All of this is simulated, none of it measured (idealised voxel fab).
process module | voxel ribs on slabs
cross-section cut | 190 nm wide | cells 5 nm
A cross-section is a grid of square cells, given in bands from the top down. A band is one or more rows of cells.
Each band's line starts with the height of the band's top and of its bottom, in nm. Then come its materials from left to right, each with its width in nm. One material with "throughout" fills the band from edge to edge. "air" is empty space.
Height 0 is the level under which the wafer as received is all one material. The lowest band goes on downwards, as in "0 down".
A width such as "30 to 40" changes by the same amount from each row of cells to the next, from the band's top row to its bottom row.
"no change" after a step means that no cell of the cross-section changed.
closed voids: empty space of 8 cells or more with no open way to the top, each as width x height at its distance from the left edge, in nm
after a step's settings: what the simulator itself notes on the step
overlay nm, on a step with a mask: how far to the right of its planned place the mask lay; to the left if negative
plan
1 op RECEIVE | material Si
2 op DIRECTIONAL_DEP | material SiO2 | thk nm 20
3 op DIRECTIONAL_DEP | material SiN | thk nm 25
4 op DIRECTIONAL_DEP | material aC | thk nm 10
5 op PATTERN | tone cover | mask id RIB | material resist | width nm 20 | thk nm 30 | overlay nm 0
6 op DIRECTIONAL_ETCH | etch materials aC | depth nm 10
7 op STRIP | etch materials resist
8 op DIRECTIONAL_ETCH | etch materials SiN | depth nm 10
9 op STRIP | etch materials aC
10 op DIRECTIONAL_DEP | material aC | thk nm 15
11 op PATTERN | tone cover | mask id SLAB | material resist | width nm 70 | thk nm 35 | overlay nm 0
12 op DIRECTIONAL_ETCH | etch materials aC | depth nm 15
13 op STRIP | etch materials resist
14 op DIRECTIONAL_ETCH | etch materials SiN | depth nm 15
15 op STRIP | etch materials aC
16 op FILL_DEP | material SiO2 | thk nm 20
17 op CMP | height nm 55
18 op DIRECTIONAL_DEP | material W | thk nm 5
19 op MASKED_ETCH | tone cover | mask id HEATER | width nm 30 | etch materials W | depth nm 5 | overlay nm 0
20 op CONFORMAL_DEP | material SiN | thk nm 5
varied across the wafers: width nm of step 11. The plan shows the first wafer's value. All wafers start alike
first wafer as received, after step 1
  0 down: Si throughout
  closed voids: none
each wafer at the end: cells of each material gained (+) or lost (-) since it was received, then its closed voids
width nm 70 | +90 SiN | +368 SiO2 | +6 W | closed voids: none
width nm 75 | +93 SiN | +365 SiO2 | +6 W | closed voids: none
width nm 80 | +96 SiN | +362 SiO2 | +6 W | closed voids: none
width nm 85 | +99 SiN | +359 SiO2 | +6 W | closed voids: none
width nm 90 | +102 SiN | +356 SiO2 | +6 W | closed voids: none
width nm 95 | +105 SiN | +353 SiO2 | +6 W | closed voids: none
